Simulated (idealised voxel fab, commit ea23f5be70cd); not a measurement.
Herein follows the process module entitled voxel trench capacitor.
The figure presents cross-section cut, which has a width of 225 nm and is divided into square cells with an edge length of 5 nm.
Cross-section, as written here: a square-cell grid given band by band from the top down, where a band holds one or more rows of cells.
This entry defines a band. It first specifies the height of the band's top and the height of its bottom in nm, and then specifies the band's materials from left to right, stating each material with its width in nm. The word "everywhere" identifies a single material that fills the band from edge to edge, while the word "air" identifies empty space.
Ref level 0: as-received wafer is one material below here. Bottom band extends down with no lower bound ("0 -> down").
The two numbers in a width such as "30 to 40" mark its ends across the band: the first belongs to the top row of cells, the second to the bottom row, and from each row to the next the width moves by the same amount.
"no modification" (step): cross-section cells unchanged, all of them.
This entry, "Cavities, sealed", enumerates those empty regions of no fewer than 8 cells that possess no open connection to the top. Each region is reported in the form width x height at distance, the distance being taken from the left edge, with all three quantities expressed in nm.
On a step's line, text after the settings is the simulator commenting on that step.
overlay nm: step with mask; distance mask lay right of planned place; negative value = left of planned place.

# plan
1,RECEIVE (material Si)
2,CONFORMAL_DEP (material SiN; thk nm 5)
3,DIRECTIONAL_DEP (material aC; thk nm 10)
4,PATTERN (tone open; mask id TRENCH; material resist; width nm 15; pitch nm 45; thk nm 25; overlay nm 0)
5,DIRECTIONAL_ETCH (etch materials aC; depth nm 10)
6,STRIP (etch materials resist)
7,DIRECTIONAL_ETCH (etch materials SiN; depth nm 5)
8,DIRECTIONAL_ETCH (etch materials Si; depth nm 30)
9,STRIP (etch materials aC)
10,CONFORMAL_DEP (material Al2O3; thk nm 5)
11,FILL_DEP (material polySi; thk nm 10)
12,CMP (height nm 5)

# Cross-sectional view of the wafer in its as-received condition, corresponding to the state after step 1
- 0 -> down | Si everywhere
- Cavities, sealed: none

# a wafer at the end: this start, this plan, one mistake
- 5 -> 0 | polySi (75) / Al2O3 (5) / SiN (15) / Al2O3 (5) / polySi (20) / Al2O3 (5) / SiN (15) / Al2O3 (5) / polySi (80)
- 0 -> -25 | polySi (75) / Al2O3 (5) / Si (15) / Al2O3 (5) / polySi (20) / Al2O3 (5) / Si (15) / Al2O3 (5) / polySi (80)
- -25 -> -30 | Al2O3 (80) / Si (15) / Al2O3 (30) / Si (15) / Al2O3 (85)
- -30 -> down | Si everywhere
- Cavities, sealed: none
Processing error: not per plan at step 4, really ran PATTERN (tone cover; mask id TRENCH; material resist; width nm 15; pitch nm 45; thk nm 25; overlay nm 0)
